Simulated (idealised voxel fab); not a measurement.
Module name: voxel capacitor over wiring (process module)
We display cut, a cross-section 145 nm in width whose square cells are each 5 nm.
For the purposes of this document, a cross-section shall be understood as a grid of square cells, specified as bands listed in top-to-bottom order, each band consisting of one or more rows of cells.
Band: top and bottom heights (nm) first, top before bottom; then materials from left to right, widths in nm. "all across" marks a sole material filling the band edge to edge. "air" denotes empty space.
Counting heights begins at 0, where everything beneath is, in the wafer as received, one material. The lowest band has no bottom; it goes on downwards, as "0..down" shows.
The two numbers in a width such as "30..40" mark its ends across the band: the first belongs to the top row of cells, the second to the bottom row, and from each row to the next the width moves by the same amount.
The cross-section has no changed cell in any step marked "nothing changed".
"closed voids" enumerates empty spaces isolated from the top, with no open way to it, that contain at least 8 cells, giving each as width x height at distance from the left edge, all three in nm.
On a step's line, text after the settings is the simulator commenting on that step.
On any step carrying a mask, the "overlay nm" setting, if present on the step's line, tells how far right of its planned place the mask lay; negative values point to the left.
Everything after this point is organized in pairs: a cross-section before one process step, a cross-section after it that shows only as deep as the lowest changed band, and, under the pair, the intervening step with its settings. Because different runs of this module on the same starting wafer can supply different pairs, a pair continues from the pair above it only if its entry headed "State on entry" says so.
State on entry
55..50 = 35 TiN, 5 air, 105 TiN
50..40 = 30 SiO2, 5 TiN, 5 air, 5 TiN, 100 SiO2
40..35 = 30 SiCN, 15 TiN, 100 SiCN
35..30 = 20 SiO2, 25 TiN, 50 SiO2, 25 TiN, 25 SiO2
30..0 = SiO2 all across
0..down = Si all across
closed voids: none
Cut View, Post-Step
60..55 = W all across
55..50 = 35 TiN, 5 W, 105 TiN
50..40 = 30 SiO2, 5 TiN, 5 W, 5 TiN, 100 SiO2
At heights below 40, the structure remains unaltered.
closed voids: none
Between before and after, shown above: FILL_DEP [material W] [thk nm 5]
State on entry: the pre-step structure is the one depicted after the step in the pair just above.
Cut View, Post-Step
50..40 = 30 SiO2, 5 TiN, 5 W, 5 TiN, 100 SiO2
At heights below 40, the structure remains unaltered.
closed voids: none
Between before and after, shown above: CMP [height nm 50]
State on entry: the pre-step structure is the one depicted after the step in the pair just above.
Cut View, Post-Step
55..50 = TiN all across
At heights below 50, the structure remains unaltered.
closed voids: none
Between before and after, shown above: DIRECTIONAL_DEP [material TiN] [thk nm 5]
State on entry: the pre-step structure is the one depicted after the step in the pair just above.
Cut View, Post-Step
60..55 = Al2O3 all across
At heights below 55, the structure remains unaltered.
closed voids: none
Between before and after, shown above: DIRECTIONAL_DEP [material Al2O3] [thk nm 5]
State on entry: the pre-step structure is the one depicted after the step in the pair just above.
Cut View, Post-Step
70..60 = TiN all across
At heights below 60, the structure remains unaltered.
closed voids: none
Between before and after, shown above: DIRECTIONAL_DEP [material TiN] [thk nm 10]
State on entry: the pre-step structure is the one depicted after the step in the pair just above.
Cut View, Post-Step
80..70 = aC all across
At heights below 70, the structure remains unaltered.
closed voids: none
Between before and after, shown above: DIRECTIONAL_DEP [material aC] [thk nm 10]
State on entry: the pre-step structure is the one depicted after the step in the pair just above.
Cut View, Post-Step
105..80 = 30 air, 55 resist, 60 air
At heights below 80, the structure remains unaltered.
closed voids: none
Between before and after, shown above: PATTERN [tone cover] [mask id UPPER_PLATE] [material resist] [width nm 55] [thk nm 25] [overlay nm 0]
State on entry: the pre-step structure is the one depicted after the step in the pair just above.
Cut View, Post-Step
95..80 = 30 air, 55 resist, 60 air
80..70 = 30 air, 55 aC, 60 air
At heights below 70, the structure remains unaltered.
closed voids: none
Between before and after, shown above: DIRECTIONAL_ETCH [etch materials aC] [depth nm 10]
State on entry: the pre-step structure is the one depicted after the step in the pair just above.
Cut View, Post-Step
80..70 = 30 air, 55 aC, 60 air
At heights below 70, the structure remains unaltered.
closed voids: none
Between before and after, shown above: STRIP [etch materials resist]
State on entry: the pre-step structure is the one depicted after the step in the pair just above.
Cut View, Post-Step
80..70 = 30 air, 55 aC, 60 air
70..60 = 30 air, 55 TiN, 60 air
At heights below 60, the structure remains unaltered.
closed voids: none
Between before and after, shown above: DIRECTIONAL_ETCH [etch materials TiN] [depth nm 10]
State on entry: the pre-step structure is the one depicted after the step in the pair just above.
Cut View, Post-Step
80..70 = 30 air, 55 aC, 60 air
70..60 = 30 air, 55 TiN, 60 air
60..55 = 30 air, 55 Al2O3, 60 air
At heights below 55, the structure remains unaltered.
closed voids: none
Between before and after, shown above: DIRECTIONAL_ETCH [etch materials Al2O3] [depth nm 5]
State on entry: the pre-step structure is the one depicted after the step in the pair just above.
Cut View, Post-Step
70..60 = 30 air, 55 TiN, 60 air
At heights below 60, the structure remains unaltered.
closed voids: none
Between before and after, shown above: STRIP [etch materials aC]
State on entry: the pre-step structure is the one depicted after the step in the pair just above.
Cut View, Post-Step
85..70 = 25 air, 65 resist, 55 air
70..60 = 25 air, 5 resist, 55 TiN, 5 resist, 55 air
60..55 = 25 air, 5 resist, 55 Al2O3, 5 resist, 55 air
At heights below 55, the structure remains unaltered.
closed voids: none
Between before and after, shown above: PATTERN [tone cover] [mask id LOWER_PLATE] [material resist] [width nm 65] [thk nm 15] [overlay nm 0]
State on entry: the pre-step structure is the one depicted after the step in the pair just above.
Cut View, Post-Step
85..70 = 25 air, 65 resist, 55 air
70..60 = 25 air, 5 resist, 55 TiN, 5 resist, 55 air
60..55 = 25 air, 5 resist, 55 Al2O3, 5 resist, 55 air
55..50 = 25 air, 65 TiN, 55 air
At heights below 50, the structure remains unaltered.
closed voids: none
Between before and after, shown above: DIRECTIONAL_ETCH [etch materials TiN] [depth nm 5]
State on entry: the pre-step structure is the one depicted after the step in the pair just above.
Cut View, Post-Step
70..60 = 30 air, 55 TiN, 60 air
60..55 = 30 air, 55 Al2O3, 60 air
At heights below 55, the structure remains unaltered.
closed voids: none
Between before and after, shown above: STRIP [etch materials resist]
State on entry: the pre-step structure is the one depicted after the step in the pair just above.
Cut View, Post-Step
90..70 = SiO2 all across
70..60 = 30 SiO2, 55 TiN, 60 SiO2
60..55 = 30 SiO2, 55 Al2O3, 60 SiO2
55..50 = 25 SiO2, 65 TiN, 55 SiO2
At heights below 50, the structure remains unaltered.
closed voids: none
Between before and after, shown above: FILL_DEP [material SiO2] [thk nm 20]
State on entry: the pre-step structure is the one depicted after the step in the pair just above.
Cut View, Post-Step
85..70 = SiO2 all across
At heights below 70, the structure remains unaltered.
closed voids: none
Between before and after, shown above: CMP [height nm 85]
State on entry: the pre-step structure is the one depicted after the step in the pair just above.
Cut View, Post-Step
105..85 = 40 resist, 15 air, 90 resist
At heights below 85, the structure remains unaltered.
closed voids: none
Between before and after, shown above: PATTERN [tone open] [mask id PLUG_2] [material resist] [width nm 15] [thk nm 20] [overlay nm 0]
State on entry: the pre-step structure is the one depicted after the step in the pair just above.
Cut View, Post-Step
105..85 = 40 resist, 15 air, 90 resist
85..70 = 40 SiO2, 15 air, 90 SiO2
At heights below 70, the structure remains unaltered.
closed voids: none
Between before and after, shown above: DIRECTIONAL_ETCH [etch materials SiO2] [depth nm 15]
State on entry: the pre-step structure is the one depicted after the step in the pair just above.
Cut View, Post-Step
85..70 = 40 SiO2, 15 air, 90 SiO2
At heights below 70, the structure remains unaltered.
closed voids: none
Between before and after, shown above: STRIP [etch materials resist]
State on entry: the pre-step structure is the one depicted after the step in the pair just above.
Cut View, Post-Step
90..85 = 45 TiN, 5 air, 95 TiN
85..75 = 40 SiO2, 5 TiN, 5 air, 5 TiN, 90 SiO2
75..70 = 40 SiO2, 15 TiN, 90 SiO2
At heights below 70, the structure remains unaltered.
closed voids: none
Between before and after, shown above: CONFORMAL_DEP [material TiN] [thk nm 5]
State on entry: the pre-step structure is the one depicted after the step in the pair just above.
Cut View, Post-Step
95..90 = Ru all across
90..85 = 45 TiN, 5 Ru, 95 TiN
85..75 = 40 SiO2, 5 TiN, 5 Ru, 5 TiN, 90 SiO2
At heights below 75, the structure remains unaltered.
closed voids: none
Between before and after, shown above: FILL_DEP [material Ru] [thk nm 5]
State on entry: the pre-step structure is the one depicted after the step in the pair just above.
Cut View, Post-Step
85..75 = 40 SiO2, 5 TiN, 5 Ru, 5 TiN, 90 SiO2
At heights below 75, the structure remains unaltered.
closed voids: none
Between before and after, shown above: CMP [height nm 85]
State on entry: the pre-step structure is the one depicted after the step in the pair just above.
Cut View, Post-Step
90..85 = SiN all across
At heights below 85, the structure remains unaltered.
closed voids: none
Between before and after, shown above: CONFORMAL_DEP [material SiN] [thk nm 5]
State on entry
0..down = Si all across
closed voids: none
Cut View, Post-Step
5..0 = TiN all across
At heights below 0, the structure remains unaltered.
closed voids: none
Between before and after, shown above: DIRECTIONAL_DEP [material TiN] [thk nm 5]
State on entry: the pre-step structure is the one depicted after the step in the pair just above.
Cut View, Post-Step
20..5 = SiO2 all across
At heights below 5, the structure remains unaltered.
closed voids: none
Between before and after, shown above: CONFORMAL_DEP [material SiO2] [thk nm 15]
State on entry: the pre-step structure is the one depicted after the step in the pair just above.
Cut View, Post-Step
35..20 = Ru all across
At heights below 20, the structure remains unaltered.
closed voids: none
Between before and after, shown above: DIRECTIONAL_DEP [material Ru] [thk nm 15]
State on entry: the pre-step structure is the one depicted after the step in the pair just above.
Cut View, Post-Step
55..35 = 20 air, 25 resist, 50 air, 25 resist, 25 air
At heights below 35, the structure remains unaltered.
closed voids: none
Between before and after, shown above: PATTERN [tone cover] [mask id METAL_1] [material resist] [width nm 25] [pitch nm 75] [thk nm 20] [overlay nm 0]
State on entry: the pre-step structure is the one depicted after the step in the pair just above.
Cut View, Post-Step
55..35 = 20 air, 25 resist, 50 air, 25 resist, 25 air
35..20 = 20 air, 25 Ru, 50 air, 25 Ru, 25 air
At heights below 20, the structure remains unaltered.
closed voids: none
Between before and after, shown above: DIRECTIONAL_ETCH [etch materials Ru] [depth nm 15]
State on entry: the pre-step structure is the one depicted after the step in the pair just above.
Cut View, Post-Step
35..20 = 20 air, 25 Ru, 50 air, 25 Ru, 25 air
At heights below 20, the structure remains unaltered.
closed voids: none
Between before and after, shown above: STRIP [etch materials resist]
State on entry: the pre-step structure is the one depicted after the step in the pair just above.
Cut View, Post-Step
45..35 = SiO2 all across
35..20 = 20 SiO2, 25 Ru, 50 SiO2, 25 Ru, 25 SiO2
At heights below 20, the structure remains unaltered.
closed voids: none
Between before and after, shown above: FILL_DEP [material SiO2] [thk nm 10]
State on entry: the pre-step structure is the one depicted after the step in the pair just above.
Cut View, Post-Step
35..20 = 20 SiO2, 25 Ru, 50 SiO2, 25 Ru, 25 SiO2
At heights below 20, the structure remains unaltered.
closed voids: none
Between before and after, shown above: CMP [height nm 35]
State on entry: the pre-step structure is the one depicted after the step in the pair just above.
Cut View, Post-Step
40..35 = SiCN all across
At heights below 35, the structure remains unaltered.
closed voids: none
Between before and after, shown above: CONFORMAL_DEP [material SiCN] [thk nm 5]
State on entry: the pre-step structure is the one depicted after the step in the pair just above.
Cut View, Post-Step
50..40 = SiO2 all across
At heights below 40, the structure remains unaltered.
closed voids: none
Between before and after, shown above: DIRECTIONAL_DEP [material SiO2] [thk nm 10]
State on entry: the pre-step structure is the one depicted after the step in the pair just above.
Cut View, Post-Step
65..50 = aC all across
At heights below 50, the structure remains unaltered.
closed voids: none
Between before and after, shown above: DIRECTIONAL_DEP [material aC] [thk nm 15]
State on entry: the pre-step structure is the one depicted after the step in the pair just above.
Cut View, Post-Step
95..65 = 30 resist, 15 air, 100 resist
At heights below 65, the structure remains unaltered.
closed voids: none
Between before and after, shown above: PATTERN [tone open] [mask id PLUG_1] [material resist] [width nm 15] [thk nm 30] [overlay nm 0]
State on entry: the pre-step structure is the one depicted after the step in the pair just above.
Cut View, Post-Step
80..65 = 30 resist, 15 air, 100 resist
65..50 = 30 aC, 15 air, 100 aC
At heights below 50, the structure remains unaltered.
closed voids: none
Between before and after, shown above: DIRECTIONAL_ETCH [etch materials aC] [depth nm 15]
State on entry: the pre-step structure is the one depicted after the step in the pair just above.
Cut View, Post-Step
65..50 = 30 aC, 15 air, 100 aC
At heights below 50, the structure remains unaltered.
closed voids: none
Between before and after, shown above: STRIP [etch materials resist]
State on entry: the pre-step structure is the one depicted after the step in the pair just above.
Cut View, Post-Step
65..50 = 30 aC, 15 air, 100 aC
50..40 = 30 SiO2, 15 air, 100 SiO2
At heights below 40, the structure remains unaltered.
closed voids: none
Between before and after, shown above: DIRECTIONAL_ETCH [etch materials SiO2] [depth nm 10]
State on entry: the pre-step structure is the one depicted after the step in the pair just above.
Cut View, Post-Step
65..50 = 30 aC, 15 air, 100 aC
50..40 = 30 SiO2, 15 air, 100 SiO2
40..35 = 30 SiCN, 15 air, 100 SiCN
At heights below 35, the structure remains unaltered.
closed voids: none
Between before and after, shown above: DIRECTIONAL_ETCH [etch materials SiCN] [depth nm 5]
State on entry: the pre-step structure is the one depicted after the step in the pair just above.
Cut View, Post-Step
50..40 = 30 SiO2, 15 air, 100 SiO2
At heights below 40, the structure remains unaltered.
closed voids: none
Between before and after, shown above: STRIP [etch materials aC]
State on entry: the pre-step structure is the one depicted after the step in the pair just above.
Cut View, Post-Step
55..50 = 35 TiN, 5 air, 105 TiN
50..40 = 30 SiO2, 5 TiN, 5 air, 5 TiN, 100 SiO2
40..35 = 30 SiCN, 15 TiN, 100 SiCN
At heights below 35, the structure remains unaltered.
closed voids: none
Between before and after, shown above: CONFORMAL_DEP [material TiN] [thk nm 5]
State on entry: the pre-step structure is the one depicted after the step in the pair just above.
Cut View, Post-Step
60..55 = W all across
55..50 = 35 TiN, 5 W, 105 TiN
50..40 = 30 SiO2, 5 TiN, 5 W, 5 TiN, 100 SiO2
At heights below 40, the structure remains unaltered.
closed voids: none
Between before and after, shown above: FILL_DEP [material W] [thk nm 5]
State on entry: the pre-step structure is the one depicted after the step in the pair just above.
Cut View, Post-Step
50..40 = 30 SiO2, 5 TiN, 5 W, 5 TiN, 100 SiO2
At heights below 40, the structure remains unaltered.
closed voids: none
Between before and after, shown above: CMP [height nm 50]
State on entry: the pre-step structure is the one depicted after the step in the pair just above.
Cut View, Post-Step
55..50 = TiN all across
At heights below 50, the structure remains unaltered.
closed voids: none
Between before and after, shown above: DIRECTIONAL_DEP [material TiN] [thk nm 5]
State on entry: the pre-step structure is the one depicted after the step in the pair just above.
Cut View, Post-Step
60..55 = Al2O3 all across
At heights below 55, the structure remains unaltered.
closed voids: none
Between before and after, shown above: DIRECTIONAL_DEP [material Al2O3] [thk nm 5]
State on entry: the pre-step structure is the one depicted after the step in the pair just above.
Cut View, Post-Step
70..60 = TiN all across
At heights below 60, the structure remains unaltered.
closed voids: none
Between before and after, shown above: DIRECTIONAL_DEP [material TiN] [thk nm 10]
State on entry: the pre-step structure is the one depicted after the step in the pair just above.
Cut View, Post-Step
80..70 = aC all across
At heights below 70, the structure remains unaltered.
closed voids: none
Between before and after, shown above: DIRECTIONAL_DEP [material aC] [thk nm 10]
State on entry: the pre-step structure is the one depicted after the step in the pair just above.
Cut View, Post-Step
105..80 = 30 air, 55 resist, 60 air
At heights below 80, the structure remains unaltered.
closed voids: none
Between before and after, shown above: PATTERN [tone cover] [mask id UPPER_PLATE] [material resist] [width nm 55] [thk nm 25] [overlay nm 0]
State on entry: the pre-step structure is the one depicted after the step in the pair just above.
Cut View, Post-Step
95..80 = 30 air, 55 resist, 60 air
80..70 = 30 air, 55 aC, 60 air
At heights below 70, the structure remains unaltered.
closed voids: none
Between before and after, shown above: DIRECTIONAL_ETCH [etch materials aC] [depth nm 10]
State on entry: the pre-step structure is the one depicted after the step in the pair just above.
Cut View, Post-Step
80..70 = 30 air, 55 aC, 60 air
At heights below 70, the structure remains unaltered.
closed voids: none
Between before and after, shown above: STRIP [etch materials resist]
State on entry: the pre-step structure is the one depicted after the step in the pair just above.
Cut View, Post-Step
80..70 = 30 air, 55 aC, 60 air
70..60 = 30 air, 55 TiN, 60 air
At heights below 60, the structure remains unaltered.
closed voids: none
Between before and after, shown above: DIRECTIONAL_ETCH [etch materials TiN] [depth nm 10]
State on entry: the pre-step structure is the one depicted after the step in the pair just above.
Cut View, Post-Step
80..70 = 30 air, 55 aC, 60 air
70..60 = 30 air, 55 TiN, 60 air
60..55 = 30 air, 55 Al2O3, 60 air
At heights below 55, the structure remains unaltered.
closed voids: none
Between before and after, shown above: DIRECTIONAL_ETCH [etch materials Al2O3] [depth nm 5]
State on entry: the pre-step structure is the one depicted after the step in the pair just above.
Cut View, Post-Step
70..60 = 30 air, 55 TiN, 60 air
At heights below 60, the structure remains unaltered.
closed voids: none
Between before and after, shown above: STRIP [etch materials aC]
State on entry: the pre-step structure is the one depicted after the step in the pair just above.
Cut View, Post-Step
85..70 = 25 air, 65 resist, 55 air
70..60 = 25 air, 5 resist, 55 TiN, 5 resist, 55 air
60..55 = 25 air, 5 resist, 55 Al2O3, 5 resist, 55 air
At heights below 55, the structure remains unaltered.
closed voids: none
Between before and after, shown above: PATTERN [tone cover] [mask id LOWER_PLATE] [material resist] [width nm 65] [thk nm 15] [overlay nm 0]
State on entry: the pre-step structure is the one depicted after the step in the pair just above.
Cut View, Post-Step
85..70 = 25 air, 65 resist, 55 air
70..60 = 25 air, 5 resist, 55 TiN, 5 resist, 55 air
60..55 = 25 air, 5 resist, 55 Al2O3, 5 resist, 55 air
55..50 = 25 air, 65 TiN, 55 air
At heights below 50, the structure remains unaltered.
closed voids: none
Between before and after, shown above: DIRECTIONAL_ETCH [etch materials TiN] [depth nm 5]
State on entry: the pre-step structure is the one depicted after the step in the pair just above.
Cut View, Post-Step
70..60 = 30 air, 55 TiN, 60 air
60..55 = 30 air, 55 Al2O3, 60 air
At heights below 55, the structure remains unaltered.
closed voids: none
Between before and after, shown above: STRIP [etch materials resist]
State on entry: the pre-step structure is the one depicted after the step in the pair just above.
Cut View, Post-Step
90..70 = SiO2 all across
70..60 = 30 SiO2, 55 TiN, 60 SiO2
60..55 = 30 SiO2, 55 Al2O3, 60 SiO2
55..50 = 25 SiO2, 65 TiN, 55 SiO2
At heights below 50, the structure remains unaltered.
closed voids: none
Between before and after, shown above: FILL_DEP [material SiO2] [thk nm 20]
State on entry: the pre-step structure is the one depicted after the step in the pair just above.
Cut View, Post-Step
85..70 = SiO2 all across
At heights below 70, the structure remains unaltered.
closed voids: none
Between before and after, shown above: CMP [height nm 85]
State on entry: the pre-step structure is the one depicted after the step in the pair just above.
Cut View, Post-Step
105..85 = 40 resist, 15 air, 90 resist
At heights below 85, the structure remains unaltered.
closed voids: none
Between before and after, shown above: PATTERN [tone open] [mask id PLUG_2] [material resist] [width nm 15] [thk nm 20] [overlay nm 0]
State on entry: the pre-step structure is the one depicted after the step in the pair just above.
Cut View, Post-Step
105..85 = 40 resist, 15 air, 90 resist
85..70 = 40 SiO2, 15 air, 90 SiO2
At heights below 70, the structure remains unaltered.
closed voids: none
Between before and after, shown above: DIRECTIONAL_ETCH [etch materials SiO2] [depth nm 15]
State on entry: the pre-step structure is the one depicted after the step in the pair just above.
Cut View, Post-Step
85..70 = 40 SiO2, 15 air, 90 SiO2
At heights below 70, the structure remains unaltered.
closed voids: none
Between before and after, shown above: STRIP [etch materials resist]
State on entry: the pre-step structure is the one depicted after the step in the pair just above.
Cut View, Post-Step
90..85 = 45 TiN, 5 air, 95 TiN
85..75 = 40 SiO2, 5 TiN, 5 air, 5 TiN, 90 SiO2
75..70 = 40 SiO2, 15 TiN, 90 SiO2
At heights below 70, the structure remains unaltered.
closed voids: none
Between before and after, shown above: CONFORMAL_DEP [material TiN] [thk nm 5]
State on entry: the pre-step structure is the one depicted after the step in the pair just above.
Cut View, Post-Step
95..90 = Ru all across
90..85 = 45 TiN, 5 Ru, 95 TiN
85..75 = 40 SiO2, 5 TiN, 5 Ru, 5 TiN, 90 SiO2
At heights below 75, the structure remains unaltered.
closed voids: none
Between before and after, shown above: FILL_DEP [material Ru] [thk nm 5]
State on entry: the pre-step structure is the one depicted after the step in the pair just above.
Cut View, Post-Step
85..75 = 40 SiO2, 5 TiN, 5 Ru, 5 TiN, 90 SiO2
At heights below 75, the structure remains unaltered.
closed voids: none
Between before and after, shown above: CMP [height nm 85]
State on entry: the pre-step structure is the one depicted after the step in the pair just above.
Cut View, Post-Step
90..85 = SiN all across
At heights below 85, the structure remains unaltered.
closed voids: none
Between before and after, shown above: CONFORMAL_DEP [material SiN] [thk nm 5]
State on entry
45..35 = SiO2 all across
35..20 = 20 SiO2, 25 Ru, 50 SiO2, 25 Ru, 25 SiO2
20..15 = 20 SiO2, 25 TiN, 50 SiO2, 25 TiN, 25 SiO2
15..0 = SiO2 all across
0..down = Si all across
closed voids: none
Cut View, Post-Step
40..35 = SiO2 all across
At heights below 35, the structure remains unaltered.
closed voids: none
Between before and after, shown above: CMP [height nm 40]
State on entry: the pre-step structure is the one depicted after the step in the pair just above.
Cut View, Post-Step
45..40 = SiCN all across
At heights below 40, the structure remains unaltered.
closed voids: none
Between before and after, shown above: CONFORMAL_DEP [material SiCN] [thk nm 5]
State on entry: the pre-step structure is the one depicted after the step in the pair just above.
Cut View, Post-Step
55..45 = SiO2 all across
At heights below 45, the structure remains unaltered.
closed voids: none
Between before and after, shown above: DIRECTIONAL_DEP [material SiO2] [thk nm 10]
State on entry: the pre-step structure is the one depicted after the step in the pair just above.
Cut View, Post-Step
70..55 = aC all across
At heights below 55, the structure remains unaltered.
closed voids: none
Between before and after, shown above: DIRECTIONAL_DEP [material aC] [thk nm 15]
State on entry: the pre-step structure is the one depicted after the step in the pair just above.
Cut View, Post-Step
100..70 = 30 resist, 15 air, 100 resist
At heights below 70, the structure remains unaltered.
closed voids: none
Between before and after, shown above: PATTERN [tone open] [mask id PLUG_1] [material resist] [width nm 15] [thk nm 30] [overlay nm 0]
State on entry: the pre-step structure is the one depicted after the step in the pair just above.
Cut View, Post-Step
85..70 = 30 resist, 15 air, 100 resist
70..55 = 30 aC, 15 air, 100 aC
At heights below 55, the structure remains unaltered.
closed voids: none
Between before and after, shown above: DIRECTIONAL_ETCH [etch materials aC] [depth nm 15]
State on entry: the pre-step structure is the one depicted after the step in the pair just above.
Cut View, Post-Step
70..55 = 30 aC, 15 air, 100 aC
At heights below 55, the structure remains unaltered.
closed voids: none
Between before and after, shown above: STRIP [etch materials resist]
State on entry: the pre-step structure is the one depicted after the step in the pair just above.
Cut View, Post-Step
70..55 = 30 aC, 15 air, 100 aC
55..45 = 30 SiO2, 15 air, 100 SiO2
At heights below 45, the structure remains unaltered.
closed voids: none
Between before and after, shown above: DIRECTIONAL_ETCH [etch materials SiO2] [depth nm 10]
State on entry: the pre-step structure is the one depicted after the step in the pair just above.
Cut View, Post-Step
70..55 = 30 aC, 15 air, 100 aC
55..45 = 30 SiO2, 15 air, 100 SiO2
45..40 = 30 SiCN, 15 air, 100 SiCN
At heights below 40, the structure remains unaltered.
closed voids: none
Between before and after, shown above: DIRECTIONAL_ETCH [etch materials SiCN] [depth nm 5]
State on entry: the pre-step structure is the one depicted after the step in the pair just above.
Cut View, Post-Step
55..45 = 30 SiO2, 15 air, 100 SiO2
At heights below 45, the structure remains unaltered.
closed voids: none
Between before and after, shown above: STRIP [etch materials aC]
State on entry: the pre-step structure is the one depicted after the step in the pair just above.
Cut View, Post-Step
60..55 = 35 TiN, 5 air, 105 TiN
55..45 = 30 SiO2, 5 TiN, 5 air, 5 TiN, 100 SiO2
45..40 = 30 SiCN, 15 TiN, 100 SiCN
At heights below 40, the structure remains unaltered.
closed voids: none
Between before and after, shown above: CONFORMAL_DEP [material TiN] [thk nm 5]
State on entry: the pre-step structure is the one depicted after the step in the pair just above.
Cut View, Post-Step
65..60 = W all across
60..55 = 35 TiN, 5 W, 105 TiN
55..45 = 30 SiO2, 5 TiN, 5 W, 5 TiN, 100 SiO2
At heights below 45, the structure remains unaltered.
closed voids: none
Between before and after, shown above: FILL_DEP [material W] [thk nm 5]
State on entry: the pre-step structure is the one depicted after the step in the pair just above.
Cut View, Post-Step
50..45 = 30 SiO2, 5 TiN, 5 W, 5 TiN, 100 SiO2
At heights below 45, the structure remains unaltered.
closed voids: none
Between before and after, shown above: CMP [height nm 50]
State on entry: the pre-step structure is the one depicted after the step in the pair just above.
Cut View, Post-Step
55..50 = TiN all across
At heights below 50, the structure remains unaltered.
closed voids: none
Between before and after, shown above: DIRECTIONAL_DEP [material TiN] [thk nm 5]
State on entry: the pre-step structure is the one depicted after the step in the pair just above.
Cut View, Post-Step
60..55 = Al2O3 all across
At heights below 55, the structure remains unaltered.
closed voids: none
Between before and after, shown above: DIRECTIONAL_DEP [material Al2O3] [thk nm 5]
State on entry: the pre-step structure is the one depicted after the step in the pair just above.
Cut View, Post-Step
70..60 = TiN all across
At heights below 60, the structure remains unaltered.
closed voids: none
Between before and after, shown above: DIRECTIONAL_DEP [material TiN] [thk nm 10]
State on entry: the pre-step structure is the one depicted after the step in the pair just above.
Cut View, Post-Step
80..70 = aC all across
At heights below 70, the structure remains unaltered.
closed voids: none
Between before and after, shown above: DIRECTIONAL_DEP [material aC] [thk nm 10]
State on entry: the pre-step structure is the one depicted after the step in the pair just above.
Cut View, Post-Step
105..80 = 30 air, 55 resist, 60 air
At heights below 80, the structure remains unaltered.
closed voids: none
Between before and after, shown above: PATTERN [tone cover] [mask id UPPER_PLATE] [material resist] [width nm 55] [thk nm 25] [overlay nm 0]
State on entry: the pre-step structure is the one depicted after the step in the pair just above.
Cut View, Post-Step
95..80 = 30 air, 55 resist, 60 air
80..70 = 30 air, 55 aC, 60 air
At heights below 70, the structure remains unaltered.
closed voids: none
Between before and after, shown above: DIRECTIONAL_ETCH [etch materials aC] [depth nm 10]
State on entry: the pre-step structure is the one depicted after the step in the pair just above.
Cut View, Post-Step
80..70 = 30 air, 55 aC, 60 air
At heights below 70, the structure remains unaltered.
closed voids: none
Between before and after, shown above: STRIP [etch materials resist]
State on entry: the pre-step structure is the one depicted after the step in the pair just above.
Cut View, Post-Step
80..70 = 30 air, 55 aC, 60 air
70..60 = 30 air, 55 TiN, 60 air
At heights below 60, the structure remains unaltered.
closed voids: none
Between before and after, shown above: DIRECTIONAL_ETCH [etch materials TiN] [depth nm 10]
State on entry: the pre-step structure is the one depicted after the step in the pair just above.
Cut View, Post-Step
80..70 = 30 air, 55 aC, 60 air
70..60 = 30 air, 55 TiN, 60 air
60..55 = 30 air, 55 Al2O3, 60 air
At heights below 55, the structure remains unaltered.
closed voids: none
Between before and after, shown above: DIRECTIONAL_ETCH [etch materials Al2O3] [depth nm 5]
State on entry: the pre-step structure is the one depicted after the step in the pair just above.
Cut View, Post-Step
70..60 = 30 air, 55 TiN, 60 air
At heights below 60, the structure remains unaltered.
closed voids: none
Between before and after, shown above: STRIP [etch materials aC]
State on entry: the pre-step structure is the one depicted after the step in the pair just above.
Cut View, Post-Step
85..70 = 25 air, 65 resist, 55 air
70..60 = 25 air, 5 resist, 55 TiN, 5 resist, 55 air
60..55 = 25 air, 5 resist, 55 Al2O3, 5 resist, 55 air
At heights below 55, the structure remains unaltered.
closed voids: none
Between before and after, shown above: PATTERN [tone cover] [mask id LOWER_PLATE] [material resist] [width nm 65] [thk nm 15] [overlay nm 0]
State on entry: the pre-step structure is the one depicted after the step in the pair just above.
Cut View, Post-Step
85..70 = 25 air, 65 resist, 55 air
70..60 = 25 air, 5 resist, 55 TiN, 5 resist, 55 air
60..55 = 25 air, 5 resist, 55 Al2O3, 5 resist, 55 air
55..50 = 25 air, 65 TiN, 55 air
At heights below 50, the structure remains unaltered.
closed voids: none
Between before and after, shown above: DIRECTIONAL_ETCH [etch materials TiN] [depth nm 5]
State on entry: the pre-step structure is the one depicted after the step in the pair just above.
Cut View, Post-Step
70..60 = 30 air, 55 TiN, 60 air
60..55 = 30 air, 55 Al2O3, 60 air
At heights below 55, the structure remains unaltered.
closed voids: none
Between before and after, shown above: STRIP [etch materials resist]
State on entry: the pre-step structure is the one depicted after the step in the pair just above.
Cut View, Post-Step
90..70 = SiO2 all across
70..60 = 30 SiO2, 55 TiN, 60 SiO2
60..55 = 30 SiO2, 55 Al2O3, 60 SiO2
55..50 = 25 SiO2, 65 TiN, 55 SiO2
At heights below 50, the structure remains unaltered.
closed voids: none
Between before and after, shown above: FILL_DEP [material SiO2] [thk nm 20]
State on entry: the pre-step structure is the one depicted after the step in the pair just above.
Cut View, Post-Step
85..70 = SiO2 all across
At heights below 70, the structure remains unaltered.
closed voids: none
Between before and after, shown above: CMP [height nm 85]
State on entry: the pre-step structure is the one depicted after the step in the pair just above.
Cut View, Post-Step
105..85 = 40 resist, 15 air, 90 resist
At heights below 85, the structure remains unaltered.
closed voids: none
Between before and after, shown above: PATTERN [tone open] [mask id PLUG_2] [material resist] [width nm 15] [thk nm 20] [overlay nm 0]
State on entry: the pre-step structure is the one depicted after the step in the pair just above.
Cut View, Post-Step
105..85 = 40 resist, 15 air, 90 resist
85..70 = 40 SiO2, 15 air, 90 SiO2
At heights below 70, the structure remains unaltered.
closed voids: none
Between before and after, shown above: DIRECTIONAL_ETCH [etch materials SiO2] [depth nm 15]
State on entry: the pre-step structure is the one depicted after the step in the pair just above.
Cut View, Post-Step
85..70 = 40 SiO2, 15 air, 90 SiO2
At heights below 70, the structure remains unaltered.
closed voids: none
Between before and after, shown above: STRIP [etch materials resist]
State on entry: the pre-step structure is the one depicted after the step in the pair just above.
Cut View, Post-Step
90..85 = 45 TiN, 5 air, 95 TiN
85..75 = 40 SiO2, 5 TiN, 5 air, 5 TiN, 90 SiO2
75..70 = 40 SiO2, 15 TiN, 90 SiO2
At heights below 70, the structure remains unaltered.
closed voids: none
Between before and after, shown above: CONFORMAL_DEP [material TiN] [thk nm 5]
State on entry: the pre-step structure is the one depicted after the step in the pair just above.
Cut View, Post-Step
95..90 = Ru all across
90..85 = 45 TiN, 5 Ru, 95 TiN
85..75 = 40 SiO2, 5 TiN, 5 Ru, 5 TiN, 90 SiO2
At heights below 75, the structure remains unaltered.
closed voids: none
Between before and after, shown above: FILL_DEP [material Ru] [thk nm 5]
State on entry: the pre-step structure is the one depicted after the step in the pair just above.
Cut View, Post-Step
85..75 = 40 SiO2, 5 TiN, 5 Ru, 5 TiN, 90 SiO2
At heights below 75, the structure remains unaltered.
closed voids: none
Between before and after, shown above: CMP [height nm 85]
State on entry: the pre-step structure is the one depicted after the step in the pair just above.
Cut View, Post-Step
90..85 = SiN all across
At heights below 85, the structure remains unaltered.
closed voids: none
Between before and after, shown above: CONFORMAL_DEP [material SiN] [thk nm 5]
